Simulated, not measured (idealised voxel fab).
This section sets out a process module, namely voxel fin reveal.
FYI the section here is cut, 195 nm wide, cells are 5 nm squares.
Bands, listed from the top down, are how a cross-section gets written in this document; the cross-section itself is a grid of square cells, and a band is one or more rows of them. It is stipulated that each band's entry specify, in nanometres, the height of the top of the band and then that of its bottom, followed by the materials of the band in left-to-right sequence, each together with its width in nanometres. A single material marked by the word "full width" is understood to fill the band from edge to edge; the word "blank" is understood to denote empty space. Beneath 0, the wafer as received is one material, and that level is where height counting begins. The lowest band goes on downward without a bottom; it is written like "from 0 down". Think of "30->40" as a width that walks from the first number to the second as you go down the band, top row to bottom row, taking equal-sized steps from row to row. The cross-section has no changed cell in any step marked "nothing got changed". Entry "Voids, fully enclosed". Content: empty spaces with no open connection to the top, size 8 cells or greater. Each: width x height at distance. Distance: from left edge. Unit: nm. On a step's line, text after the settings is the simulator commenting on that step. overlay nm: how far to the right of its planned place the mask lay on this masked step (negative: to the left).

### This section lists the process steps that were planned
step 1: RECEIVE: material Si
step 2: CONFORMAL_DEP: material SiN, thk nm 10
step 3: DIRECTIONAL_DEP: material aC, thk nm 10
step 4: PATTERN: tone cover, mask id FINS, material resist, width nm 15, pitch nm 40, thk nm 30, overlay nm 0
step 5: DIRECTIONAL_ETCH: etch materials aC, depth nm 10
step 6: STRIP: etch materials resist
step 7: DIRECTIONAL_ETCH: etch materials SiN, depth nm 10
step 8: DIRECTIONAL_ETCH: etch materials Si, depth nm 40
step 9: STRIP: etch materials aC
step 10: OXIDIZE: depth nm 5
step 11: FILL_DEP: material SiO2, thk nm 15
step 12: CMP: height nm 10
step 13: SELECTIVE_ETCH: etch materials SiO2, depth nm 40
step 14: STRIP: etch materials SiN
step 15: CONFORMAL_DEP: material SiO2, thk nm 5

### First of the two wafers, run per plan

### Cross-section of the wafer at receipt, which is the condition after step 1
	from 0 down | Si full width
	Voids, fully enclosed: none

### After step 2: wafer cross-section
	from 10 to 0 | SiN full width
	Under 0: no change, same as before.

### After step 3: wafer cross-section
	from 20 to 10 | aC full width
	Under 10: no change, same as before.

### After step 4: wafer cross-section
	from 50 to 20 | blank=70, then resist=15, then blank=25, then resist=15, then blank=70
	Under 20: no change, same as before.

### After step 5: wafer cross-section
	from 40 to 20 | blank=70, then resist=15, then blank=25, then resist=15, then blank=70
	from 20 to 10 | blank=70, then aC=15, then blank=25, then aC=15, then blank=70
	Under 10: no change, same as before.

### After step 6: wafer cross-section
	from 20 to 10 | blank=70, then aC=15, then blank=25, then aC=15, then blank=70
	Under 10: no change, same as before.

### After step 7: wafer cross-section
	from 20 to 10 | blank=70, then aC=15, then blank=25, then aC=15, then blank=70
	from 10 to 0 | blank=70, then SiN=15, then blank=25, then SiN=15, then blank=70
	Under 0: no change, same as before.

### After step 8: wafer cross-section
	from 20 to 10 | blank=70, then aC=15, then blank=25, then aC=15, then blank=70
	from 10 to 0 | blank=70, then SiN=15, then blank=25, then SiN=15, then blank=70
	from 0 to -40 | blank=70, then Si=15, then blank=25, then Si=15, then blank=70
	Under -40: no change, same as before.

### After step 9: wafer cross-section
	from 10 to 0 | blank=70, then SiN=15, then blank=25, then SiN=15, then blank=70
	Under 0: no change, same as before.

### After step 10: wafer cross-section
	from 10 to 0 | blank=70, then SiN=15, then blank=25, then SiN=15, then blank=70
	from 0 to -40 | blank=70, then SiO2=5, then Si=5, then SiO2=5, then blank=25, then SiO2=5, then Si=5, then SiO2=5, then blank=70
	from -40 to -45 | SiO2=75, then Si=5, then SiO2=35, then Si=5, then SiO2=75
	Under -45: no change, same as before.

### After step 11: wafer cross-section
	from 25 to 10 | SiO2 full width
	from 10 to 0 | SiO2=70, then SiN=15, then SiO2=25, then SiN=15, then SiO2=70
	from 0 to -45 | SiO2=75, then Si=5, then SiO2=35, then Si=5, then SiO2=75
	Under -45: no change, same as before.

### After step 12: wafer cross-section
	from 10 to 0 | SiO2=70, then SiN=15, then SiO2=25, then SiN=15, then SiO2=70
	Under 0: no change, same as before.

### After step 13: wafer cross-section
	from 10 to 0 | blank=70, then SiN=15, then blank=25, then SiN=15, then blank=70
	from 0 to -30 | blank=75, then Si=5, then blank=35, then Si=5, then blank=75
	Under -30: no change, same as before.

### After step 14: wafer cross-section
	from 0 to -30 | blank=75, then Si=5, then blank=35, then Si=5, then blank=75
	Under -30: no change, same as before.

### After step 15: wafer cross-section
	from 5 to 0 | blank=70, then SiO2=15, then blank=25, then SiO2=15, then blank=70
	from 0 to -25 | blank=70, then SiO2=5, then Si=5, then SiO2=5, then blank=25, then SiO2=5, then Si=5, then SiO2=5, then blank=70
	from -25 to -45 | SiO2=75, then Si=5, then SiO2=35, then Si=5, then SiO2=75
	Under -45: no change, same as before.

### Wafer two: like wafer one in start and plan, but with one mistake in execution; identical up to and including step 11

Cross-section of the second wafer when, according to plan, step 12 should have finished: nothing got changed

### Cross-section of the second wafer when, according to plan, step 13 should have finished
	from 10 to 0 | blank=70, then SiN=15, then blank=25, then SiN=15, then blank=70
	from 0 to -15 | blank=75, then Si=5, then blank=35, then Si=5, then blank=75
	Under -15: no change, same as before.

### Cross-section of the second wafer when, according to plan, step 14 should have finished
	from 0 to -15 | blank=75, then Si=5, then blank=35, then Si=5, then blank=75
	Under -15: no change, same as before.

### Cross-section of the second wafer when, according to plan, step 15 should have finished
	from 5 to 0 | blank=70, then SiO2=15, then blank=25, then SiO2=15, then blank=70
	from 0 to -10 | blank=70, then SiO2=5, then Si=5, then SiO2=5, then blank=25, then SiO2=5, then Si=5, then SiO2=5, then blank=70
	from -10 to -45 | SiO2=75, then Si=5, then SiO2=35, then Si=5, then SiO2=75
	Under -45: no change, same as before.
Short version of what went wrong: plan step 12 was not performed, having been skipped
Heads up, by the end the second wafer has more or fewer cells of some materials compared to the first: SiO2: 99 more
